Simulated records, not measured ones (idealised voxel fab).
The document below concerns the process module designated voxel wiring stack.
265 nm wide, 5 nm square cells: that's cross-section cut.
Throughout this document, each cross-section is represented as a grid of square cells and is presented as a sequence of bands enumerated from the top downward, where a band comprises one or more rows of cells.
Top, bottom (nm), then materials left to right with widths (nm); lone material tagged "everywhere" fills the whole band edge to edge; "empty" = empty space.
Beneath 0, the wafer as received is one material, and that level is where height counting begins. The lowest band goes on downward without a bottom; it is written like "top 0, no bottom".
With a width like "30 to 40", each row of cells in the band differs from the next by the same amount, the top row carrying the first number and the bottom row the second.
The designation "remained unchanged", where it is given for a processing step, indicates that no cell of the cross-section was altered in the course of that step.
Look at "Sealed void listing" for the closed voids: empty spaces with no open path to the top, sized 8 cells or up. Each is width x height at distance, distance from the left edge, all nm.
What comes after the settings on a step's line is commentary from the simulator itself on that step.
overlay nm: right-of-plan distance of the mask on a masked step; negative values mean left-of-plan.
**List of planned process steps**
1) RECEIVE with material Si
2) CONFORMAL_DEP with material SiO2, thk nm 15
3) DIRECTIONAL_DEP with material TiN, thk nm 5
4) DIRECTIONAL_DEP with material Ru, thk nm 20
5) MASKED_ETCH with tone cover, mask id METAL_1, width nm 30, pitch nm 50, etch materials Ru, depth nm 20, overlay nm 0
6) MASKED_ETCH with tone cover, mask id METAL_1, width nm 30, pitch nm 50, etch materials TiN, depth nm 5, overlay nm 0
7) FILL_DEP with material SiO2, thk nm 5
8) CMP with height nm 40
9) CONFORMAL_DEP with material SiCN, thk nm 5
10) DIRECTIONAL_DEP with material lowk, thk nm 15
11) MASKED_ETCH with tone open, mask id PLUG_1, width nm 15, pitch nm 100, etch materials lowk, depth nm 15, overlay nm 0
12) MASKED_ETCH with tone open, mask id PLUG_1, width nm 15, pitch nm 100, etch materials SiCN, depth nm 5, overlay nm 0
13) CONFORMAL_DEP with material TiN, thk nm 5
14) FILL_DEP with material Cu, thk nm 10
15) CMP with height nm 60
16) DIRECTIONAL_DEP with material TiN, thk nm 5
17) DIRECTIONAL_DEP with material Ru, thk nm 15
18) DIRECTIONAL_DEP with material aC, thk nm 15
19) PATTERN with tone cover, mask id METAL_2, material resist, width nm 30, pitch nm 50, thk nm 30, overlay nm 0
20) DIRECTIONAL_ETCH with etch materials aC, depth nm 15
21) STRIP with etch materials resist
22) DIRECTIONAL_ETCH with etch materials Ru, depth nm 15
23) DIRECTIONAL_ETCH with etch materials TiN, depth nm 5
24) STRIP with etch materials aC
25) CONFORMAL_DEP with material SiCN, thk nm 5
26) FILL_DEP with material lowk, thk nm 5
27) CMP with height nm 80
28) CONFORMAL_DEP with material SiCN, thk nm 5
29) DIRECTIONAL_DEP with material SiO2, thk nm 15
30) MASKED_ETCH with tone open, mask id PLUG_2, width nm 15, pitch nm 100, etch materials SiO2, depth nm 15, overlay nm 0
31) MASKED_ETCH with tone open, mask id PLUG_2, width nm 15, pitch nm 100, etch materials SiCN, depth nm 5, overlay nm 0
32) EPI with material Ru, thk nm 10
33) EPI with material Ru, thk nm 10
34) DIRECTIONAL_DEP with material TiN, thk nm 5
35) DIRECTIONAL_DEP with material Ru, thk nm 20
36) MASKED_ETCH with tone cover, mask id METAL_3, width nm 30, pitch nm 50, etch materials Ru, depth nm 20, overlay nm 0
37) MASKED_ETCH with tone cover, mask id METAL_3, width nm 30, pitch nm 50, etch materials TiN, depth nm 5, overlay nm 0
38) FILL_DEP with material SiO2, thk nm 5
39) CMP with height nm 125
40) CONFORMAL_DEP with material SiCN, thk nm 5
41) DIRECTIONAL_DEP with material lowk, thk nm 15
42) MASKED_ETCH with tone open, mask id PLUG_3, width nm 15, pitch nm 50, etch materials lowk, depth nm 15, overlay nm 0
43) MASKED_ETCH with tone open, mask id PLUG_3, width nm 15, pitch nm 50, etch materials SiCN, depth nm 5, overlay nm 0
44) EPI with material Ru, thk nm 10
45) EPI with material Ru, thk nm 10
46) CONFORMAL_DEP with material SiN, thk nm 5
47) DIRECTIONAL_DEP with material lowk, thk nm 15
48) MASKED_ETCH with tone open, mask id METAL_4, width nm 30, pitch nm 50, etch materials lowk, depth nm 15, overlay nm 0
49) MASKED_ETCH with tone open, mask id METAL_4, width nm 30, pitch nm 50, etch materials SiN, depth nm 5, overlay nm 0
50) CONFORMAL_DEP with material TiN, thk nm 5
51) FILL_DEP with material Ru, thk nm 10
52) CMP with height nm 165
53) CONFORMAL_DEP with material SiCN, thk nm 5
**Delivered wafer in cross-section: state after step 1**
- top 0, no bottom: Si everywhere
- Sealed void listing: none
**First wafer of two, sectioned at end of module; run went per plan**
- top 170, bottom 165: SiCN everywhere
- top 165, bottom 150: lowk 40, TiN 5, Ru 20, TiN 5, lowk 20, TiN 5, Ru 20, TiN 5, lowk 20, TiN 5, Ru 20, TiN 5, lowk 20, TiN 5, Ru 20, TiN 5, lowk 45
- top 150, bottom 145: SiN 40, TiN 30, SiN 20, TiN 30, SiN 20, TiN 30, SiN 20, TiN 30, SiN 45
- top 145, bottom 130: lowk 40, Ru 15, lowk 35, Ru 15, lowk 35, Ru 15, lowk 35, Ru 15, lowk 60
- top 130, bottom 125: SiCN 40, Ru 15, SiCN 35, Ru 15, SiCN 35, Ru 15, SiCN 35, Ru 15, SiCN 60
- top 125, bottom 105: SiO2 40, Ru 30, SiO2 20, Ru 30, SiO2 20, Ru 30, SiO2 20, Ru 30, SiO2 45
- top 105, bottom 100: SiO2 40, TiN 30, SiO2 20, TiN 30, SiO2 20, TiN 30, SiO2 20, TiN 30, SiO2 45
- top 100, bottom 85: SiO2 40, Ru 15, SiO2 85, Ru 15, SiO2 110
- top 85, bottom 80: SiCN 40, Ru 15, SiCN 85, Ru 15, SiCN 110
- top 80, bottom 65: lowk 35, SiCN 5, Ru 30, SiCN 5, lowk 10, SiCN 5, Ru 30, SiCN 5, lowk 10, SiCN 5, Ru 30, SiCN 5, lowk 10, SiCN 5, Ru 30, SiCN 5, lowk 40
- top 65, bottom 60: SiCN 40, TiN 30, SiCN 20, TiN 30, SiCN 20, TiN 30, SiCN 20, TiN 30, SiCN 45
- top 60, bottom 45: lowk 40, TiN 5, Cu 5, TiN 5, lowk 85, TiN 5, Cu 5, TiN 5, lowk 110
- top 45, bottom 40: SiCN 40, TiN 15, SiCN 85, TiN 15, SiCN 110
- top 40, bottom 20: SiO2 40, Ru 30, SiO2 20, Ru 30, SiO2 20, Ru 30, SiO2 20, Ru 30, SiO2 45
- top 20, bottom 15: SiO2 40, TiN 30, SiO2 20, TiN 30, SiO2 20, TiN 30, SiO2 20, TiN 30, SiO2 45
- top 15, bottom 0: SiO2 everywhere
- top 0, no bottom: Si everywhere
- Sealed void listing: none
**Cross-sectional view of the second of two wafers upon completion of the module. This wafer shared its starting condition and process plan with the first; one error was made during its execution**
- top 170, bottom 165: SiCN everywhere
- top 165, bottom 150: lowk 40, TiN 5, Ru 20, TiN 5, lowk 20, TiN 5, Ru 20, TiN 5, lowk 20, TiN 5, Ru 20, TiN 5, lowk 20, TiN 5, Ru 20, TiN 5, lowk 45
- top 150, bottom 145: SiN 40, TiN 30, SiN 20, TiN 30, SiN 20, TiN 30, SiN 20, TiN 30, SiN 45
- top 145, bottom 130: SiO2 everywhere
- top 130, bottom 125: SiCN everywhere
- top 125, bottom 105: SiO2 40, Ru 30, SiO2 20, Ru 30, SiO2 20, Ru 30, SiO2 20, Ru 30, SiO2 45
- top 105, bottom 100: SiO2 40, TiN 30, SiO2 20, TiN 30, SiO2 20, TiN 30, SiO2 20, TiN 30, SiO2 45
- top 100, bottom 85: SiO2 40, Ru 15, SiO2 85, Ru 15, SiO2 110
- top 85, bottom 80: SiCN 40, Ru 15, SiCN 85, Ru 15, SiCN 110
- top 80, bottom 65: lowk 35, SiCN 5, Ru 30, SiCN 5, lowk 10, SiCN 5, Ru 30, SiCN 5, lowk 10, SiCN 5, Ru 30, SiCN 5, lowk 10, SiCN 5, Ru 30, SiCN 5, lowk 40
- top 65, bottom 60: SiCN 40, TiN 30, SiCN 20, TiN 30, SiCN 20, TiN 30, SiCN 20, TiN 30, SiCN 45
- top 60, bottom 45: lowk 40, TiN 5, Cu 5, TiN 5, lowk 85, TiN 5, Cu 5, TiN 5, lowk 110
- top 45, bottom 40: SiCN 40, TiN 15, SiCN 85, TiN 15, SiCN 110
- top 40, bottom 20: SiO2 40, Ru 30, SiO2 20, Ru 30, SiO2 20, Ru 30, SiO2 20, Ru 30, SiO2 45
- top 20, bottom 15: SiO2 40, TiN 30, SiO2 20, TiN 30, SiO2 20, TiN 30, SiO2 20, TiN 30, SiO2 45
- top 15, bottom 0: SiO2 everywhere
- top 0, no bottom: Si everywhere
- Sealed void listing: none
Heads up, the wafer didn't run the way we planned it: step 41 did not use the planned setting and instead ran as DIRECTIONAL_DEP with material SiO2, thk nm 15
The second wafer ends with more or fewer cells of some materials than the first, per final count: -48 Ru, +12 SiCN, +159 SiO2, -123 lowk
